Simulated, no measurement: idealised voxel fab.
process module | voxel self aligned contacts
cross-section cut | 300 nm wide | cells 5 nm
A cross-section is a grid of square cells, given in bands from the top down. A band is one or more rows of cells.
Each band's line starts with the height of the band's top and of its bottom, in nm. Then come its materials from left to right, each with its width in nm. One material with "throughout" fills the band from edge to edge. "air" is empty space.
Height 0 is the level under which the wafer as received is all one material. The lowest band goes on downwards, as in "0 down".
A width such as "30 to 40" changes by the same amount from each row of cells to the next, from the band's top row to its bottom row.
"no change" after a step means that no cell of the cross-section changed.
closed voids: empty space of 8 cells or more with no open way to the top, each as width x height at its distance from the left edge, in nm
after a step's settings: what the simulator itself notes on the step
overlay nm, on a step with a mask: how far to the right of its planned place the mask lay; to the left if negative
plan
1 op RECEIVE | material Si
2 op OXIDIZE | depth nm 5
3 op DIRECTIONAL_DEP | material polySi | thk nm 25
4 op DIRECTIONAL_DEP | material SiN | thk nm 25
5 op DIRECTIONAL_DEP | material aC | thk nm 10
6 op PATTERN | tone cover | mask id GATE | material resist | width nm 35 | pitch nm 80 | thk nm 25 | overlay nm 0
7 op DIRECTIONAL_ETCH | etch materials aC | depth nm 10
8 op STRIP | etch materials resist
9 op DIRECTIONAL_ETCH | etch materials SiN | depth nm 25
10 op DIRECTIONAL_ETCH | etch materials polySi | depth nm 25
11 op STRIP | etch materials aC
12 op CONFORMAL_DEP | material SiN | thk nm 10
13 op DIRECTIONAL_ETCH | etch materials SiN | depth nm 10
14 op FILL_DEP | material SiO2 | thk nm 15
15 op CMP | height nm 60
16 op DIRECTIONAL_DEP | material aC | thk nm 10
17 op PATTERN | tone open | mask id CONTACT | material resist | width nm 65 | pitch nm 80 | thk nm 25 | overlay nm 0
18 op DIRECTIONAL_ETCH | etch materials aC | depth nm 10
19 op STRIP | etch materials resist
20 op DIRECTIONAL_ETCH | etch materials SiO2 | depth nm 65
21 op STRIP | etch materials aC
22 op CONFORMAL_DEP | material TiN | thk nm 5
23 op FILL_DEP | material Ru | thk nm 10
24 op CMP | height nm 60
25 op CONFORMAL_DEP | material SiN | thk nm 5
first wafer, as planned
as received, after step 1
  0 down: Si throughout
  closed voids: none
after step 2
  0 to -5: SiO2 throughout
  below -5: unchanged
after step 3
  25 to 0: polySi throughout
  below 0: unchanged
after step 4
  50 to 25: SiN throughout
  below 25: unchanged
after step 5
  60 to 50: aC throughout
  below 50: unchanged
after step 6
  85 to 60: air 50 | resist 35 | air 45 | resist 35 | air 45 | resist 35 | air 55
  below 60: unchanged
after step 7
  75 to 60: air 50 | resist 35 | air 45 | resist 35 | air 45 | resist 35 | air 55
  60 to 50: air 50 | aC 35 | air 45 | aC 35 | air 45 | aC 35 | air 55
  below 50: unchanged
after step 8
  60 to 50: air 50 | aC 35 | air 45 | aC 35 | air 45 | aC 35 | air 55
  below 50: unchanged
after step 9
  60 to 50: air 50 | aC 35 | air 45 | aC 35 | air 45 | aC 35 | air 55
  50 to 25: air 50 | SiN 35 | air 45 | SiN 35 | air 45 | SiN 35 | air 55
  below 25: unchanged
after step 10
  60 to 50: air 50 | aC 35 | air 45 | aC 35 | air 45 | aC 35 | air 55
  50 to 25: air 50 | SiN 35 | air 45 | SiN 35 | air 45 | SiN 35 | air 55
  25 to 0: air 50 | polySi 35 | air 45 | polySi 35 | air 45 | polySi 35 | air 55
  below 0: unchanged
after step 11
  50 to 25: air 50 | SiN 35 | air 45 | SiN 35 | air 45 | SiN 35 | air 55
  below 25: unchanged
after step 12
  60 to 25: air 40 | SiN 55 | air 25 | SiN 55 | air 25 | SiN 55 | air 45
  25 to 10: air 40 | SiN 10 | polySi 35 | SiN 10 | air 25 | SiN 10 | polySi 35 | SiN 10 | air 25 | SiN 10 | polySi 35 | SiN 10 | air 45
  10 to 0: SiN 50 | polySi 35 | SiN 45 | polySi 35 | SiN 45 | polySi 35 | SiN 55
  below 0: unchanged
after step 13
  50 to 25: air 40 | SiN 55 | air 25 | SiN 55 | air 25 | SiN 55 | air 45
  25 to 0: air 40 | SiN 10 | polySi 35 | SiN 10 | air 25 | SiN 10 | polySi 35 | SiN 10 | air 25 | SiN 10 | polySi 35 | SiN 10 | air 45
  below 0: unchanged
after step 14
  65 to 50: SiO2 throughout
  50 to 25: SiO2 40 | SiN 55 | SiO2 25 | SiN 55 | SiO2 25 | SiN 55 | SiO2 45
  25 to 0: SiO2 40 | SiN 10 | polySi 35 | SiN 10 | SiO2 25 | SiN 10 | polySi 35 | SiN 10 | SiO2 25 | SiN 10 | polySi 35 | SiN 10 | SiO2 45
  below 0: unchanged
after step 15
  60 to 50: SiO2 throughout
  below 50: unchanged
after step 16
  70 to 60: aC throughout
  below 60: unchanged
after step 17
  95 to 70: resist 75 | air 65 | resist 15 | air 65 | resist 80
  below 70: unchanged
after step 18
  85 to 70: resist 75 | air 65 | resist 15 | air 65 | resist 80
  70 to 60: aC 75 | air 65 | aC 15 | air 65 | aC 80
  below 60: unchanged
after step 19
  70 to 60: aC 75 | air 65 | aC 15 | air 65 | aC 80
  below 60: unchanged
after step 20
  70 to 60: aC 75 | air 65 | aC 15 | air 65 | aC 80
  60 to 50: SiO2 75 | air 65 | SiO2 15 | air 65 | SiO2 80
  50 to 25: SiO2 40 | SiN 55 | air 25 | SiN 55 | air 25 | SiN 55 | SiO2 45
  25 to 0: SiO2 40 | SiN 10 | polySi 35 | SiN 10 | air 25 | SiN 10 | polySi 35 | SiN 10 | air 25 | SiN 10 | polySi 35 | SiN 10 | SiO2 45
  0 to -5: SiO2 95 | air 25 | SiO2 55 | air 25 | SiO2 100
  below -5: unchanged
after step 21
  60 to 50: SiO2 75 | air 65 | SiO2 15 | air 65 | SiO2 80
  below 50: unchanged
after step 22
  65 to 60: TiN 80 | air 55 | TiN 25 | air 55 | TiN 85
  60 to 50: SiO2 75 | TiN 5 to 25 | air 55 to 15 | TiN 5 to 25 | SiO2 15 | TiN 5 to 25 | air 55 to 15 | TiN 5 to 25 | SiO2 80
  50 to 25: SiO2 40 | SiN 55 | TiN 5 | air 15 | TiN 5 | SiN 55 | TiN 5 | air 15 | TiN 5 | SiN 55 | SiO2 45
  25 to 0: SiO2 40 | SiN 10 | polySi 35 | SiN 10 | TiN 5 | air 15 | TiN 5 | SiN 10 | polySi 35 | SiN 10 | TiN 5 | air 15 | TiN 5 | SiN 10 | polySi 35 | SiN 10 | SiO2 45
  0 to -5: SiO2 95 | TiN 25 | SiO2 55 | TiN 25 | SiO2 100
  below -5: unchanged
after step 23
  75 to 65: Ru throughout
  65 to 60: TiN 80 | Ru 55 | TiN 25 | Ru 55 | TiN 85
  60 to 50: SiO2 75 | TiN 5 to 25 | Ru 55 to 15 | TiN 5 to 25 | SiO2 15 | TiN 5 to 25 | Ru 55 to 15 | TiN 5 to 25 | SiO2 80
  50 to 25: SiO2 40 | SiN 55 | TiN 5 | Ru 15 | TiN 5 | SiN 55 | TiN 5 | Ru 15 | TiN 5 | SiN 55 | SiO2 45
  25 to 0: SiO2 40 | SiN 10 | polySi 35 | SiN 10 | TiN 5 | Ru 15 | TiN 5 | SiN 10 | polySi 35 | SiN 10 | TiN 5 | Ru 15 | TiN 5 | SiN 10 | polySi 35 | SiN 10 | SiO2 45
  below 0: unchanged
after step 24
  60 to 50: SiO2 75 | TiN 5 to 25 | Ru 55 to 15 | TiN 5 to 25 | SiO2 15 | TiN 5 to 25 | Ru 55 to 15 | TiN 5 to 25 | SiO2 80
  below 50: unchanged
after step 25
  65 to 60: SiN throughout
  below 60: unchanged
second wafer: like start, like plan, one mistake. Through step 1 it matches the first wafer
when step 2 should have ended: no change
when step 3 should have ended
  25 to 0: polySi throughout
  below 0: unchanged
when step 4 should have ended
  50 to 25: SiN throughout
  below 25: unchanged
when step 5 should have ended
  60 to 50: aC throughout
  below 50: unchanged
when step 6 should have ended
  85 to 60: air 50 | resist 35 | air 45 | resist 35 | air 45 | resist 35 | air 55
  below 60: unchanged
when step 7 should have ended
  75 to 60: air 50 | resist 35 | air 45 | resist 35 | air 45 | resist 35 | air 55
  60 to 50: air 50 | aC 35 | air 45 | aC 35 | air 45 | aC 35 | air 55
  below 50: unchanged
when step 8 should have ended
  60 to 50: air 50 | aC 35 | air 45 | aC 35 | air 45 | aC 35 | air 55
  below 50: unchanged
when step 9 should have ended
  60 to 50: air 50 | aC 35 | air 45 | aC 35 | air 45 | aC 35 | air 55
  50 to 25: air 50 | SiN 35 | air 45 | SiN 35 | air 45 | SiN 35 | air 55
  below 25: unchanged
when step 10 should have ended
  60 to 50: air 50 | aC 35 | air 45 | aC 35 | air 45 | aC 35 | air 55
  50 to 25: air 50 | SiN 35 | air 45 | SiN 35 | air 45 | SiN 35 | air 55
  25 to 0: air 50 | polySi 35 | air 45 | polySi 35 | air 45 | polySi 35 | air 55
  below 0: unchanged
when step 11 should have ended
  50 to 25: air 50 | SiN 35 | air 45 | SiN 35 | air 45 | SiN 35 | air 55
  below 25: unchanged
when step 12 should have ended
  60 to 25: air 40 | SiN 55 | air 25 | SiN 55 | air 25 | SiN 55 | air 45
  25 to 10: air 40 | SiN 10 | polySi 35 | SiN 10 | air 25 | SiN 10 | polySi 35 | SiN 10 | air 25 | SiN 10 | polySi 35 | SiN 10 | air 45
  10 to 0: SiN 50 | polySi 35 | SiN 45 | polySi 35 | SiN 45 | polySi 35 | SiN 55
  below 0: unchanged
when step 13 should have ended
  50 to 25: air 40 | SiN 55 | air 25 | SiN 55 | air 25 | SiN 55 | air 45
  25 to 0: air 40 | SiN 10 | polySi 35 | SiN 10 | air 25 | SiN 10 | polySi 35 | SiN 10 | air 25 | SiN 10 | polySi 35 | SiN 10 | air 45
  below 0: unchanged
when step 14 should have ended
  65 to 50: SiO2 throughout
  50 to 25: SiO2 40 | SiN 55 | SiO2 25 | SiN 55 | SiO2 25 | SiN 55 | SiO2 45
  25 to 0: SiO2 40 | SiN 10 | polySi 35 | SiN 10 | SiO2 25 | SiN 10 | polySi 35 | SiN 10 | SiO2 25 | SiN 10 | polySi 35 | SiN 10 | SiO2 45
  below 0: unchanged
when step 15 should have ended
  60 to 50: SiO2 throughout
  below 50: unchanged
when step 16 should have ended
  70 to 60: aC throughout
  below 60: unchanged
when step 17 should have ended
  95 to 70: resist 75 | air 65 | resist 15 | air 65 | resist 80
  below 70: unchanged
when step 18 should have ended
  85 to 70: resist 75 | air 65 | resist 15 | air 65 | resist 80
  70 to 60: aC 75 | air 65 | aC 15 | air 65 | aC 80
  below 60: unchanged
when step 19 should have ended
  70 to 60: aC 75 | air 65 | aC 15 | air 65 | aC 80
  below 60: unchanged
when step 20 should have ended
  70 to 60: aC 75 | air 65 | aC 15 | air 65 | aC 80
  60 to 50: SiO2 75 | air 65 | SiO2 15 | air 65 | SiO2 80
  50 to 25: SiO2 40 | SiN 55 | air 25 | SiN 55 | air 25 | SiN 55 | SiO2 45
  25 to 0: SiO2 40 | SiN 10 | polySi 35 | SiN 10 | air 25 | SiN 10 | polySi 35 | SiN 10 | air 25 | SiN 10 | polySi 35 | SiN 10 | SiO2 45
  below 0: unchanged
when step 21 should have ended
  60 to 50: SiO2 75 | air 65 | SiO2 15 | air 65 | SiO2 80
  below 50: unchanged
when step 22 should have ended
  65 to 60: TiN 80 | air 55 | TiN 25 | air 55 | TiN 85
  60 to 50: SiO2 75 | TiN 5 to 25 | air 55 to 15 | TiN 5 to 25 | SiO2 15 | TiN 5 to 25 | air 55 to 15 | TiN 5 to 25 | SiO2 80
  50 to 25: SiO2 40 | SiN 55 | TiN 5 | air 15 | TiN 5 | SiN 55 | TiN 5 | air 15 | TiN 5 | SiN 55 | SiO2 45
  25 to 5: SiO2 40 | SiN 10 | polySi 35 | SiN 10 | TiN 5 | air 15 | TiN 5 | SiN 10 | polySi 35 | SiN 10 | TiN 5 | air 15 | TiN 5 | SiN 10 | polySi 35 | SiN 10 | SiO2 45
  5 to 0: SiO2 40 | SiN 10 | polySi 35 | SiN 10 | TiN 25 | SiN 10 | polySi 35 | SiN 10 | TiN 25 | SiN 10 | polySi 35 | SiN 10 | SiO2 45
  below 0: unchanged
when step 23 should have ended
  75 to 65: Ru throughout
  65 to 60: TiN 80 | Ru 55 | TiN 25 | Ru 55 | TiN 85
  60 to 50: SiO2 75 | TiN 5 to 25 | Ru 55 to 15 | TiN 5 to 25 | SiO2 15 | TiN 5 to 25 | Ru 55 to 15 | TiN 5 to 25 | SiO2 80
  50 to 25: SiO2 40 | SiN 55 | TiN 5 | Ru 15 | TiN 5 | SiN 55 | TiN 5 | Ru 15 | TiN 5 | SiN 55 | SiO2 45
  25 to 5: SiO2 40 | SiN 10 | polySi 35 | SiN 10 | TiN 5 | Ru 15 | TiN 5 | SiN 10 | polySi 35 | SiN 10 | TiN 5 | Ru 15 | TiN 5 | SiN 10 | polySi 35 | SiN 10 | SiO2 45
  below 5: unchanged
when step 24 should have ended
  60 to 50: SiO2 75 | TiN 5 to 25 | Ru 55 to 15 | TiN 5 to 25 | SiO2 15 | TiN 5 to 25 | Ru 55 to 15 | TiN 5 to 25 | SiO2 80
  below 50: unchanged
when step 25 should have ended
  65 to 60: SiN throughout
  below 60: unchanged
what went wrong: step 2 was left out
at the end the second wafer has, in cells: 6 fewer of Ru | 60 more of Si | 50 fewer of SiO2 | 4 fewer of TiN
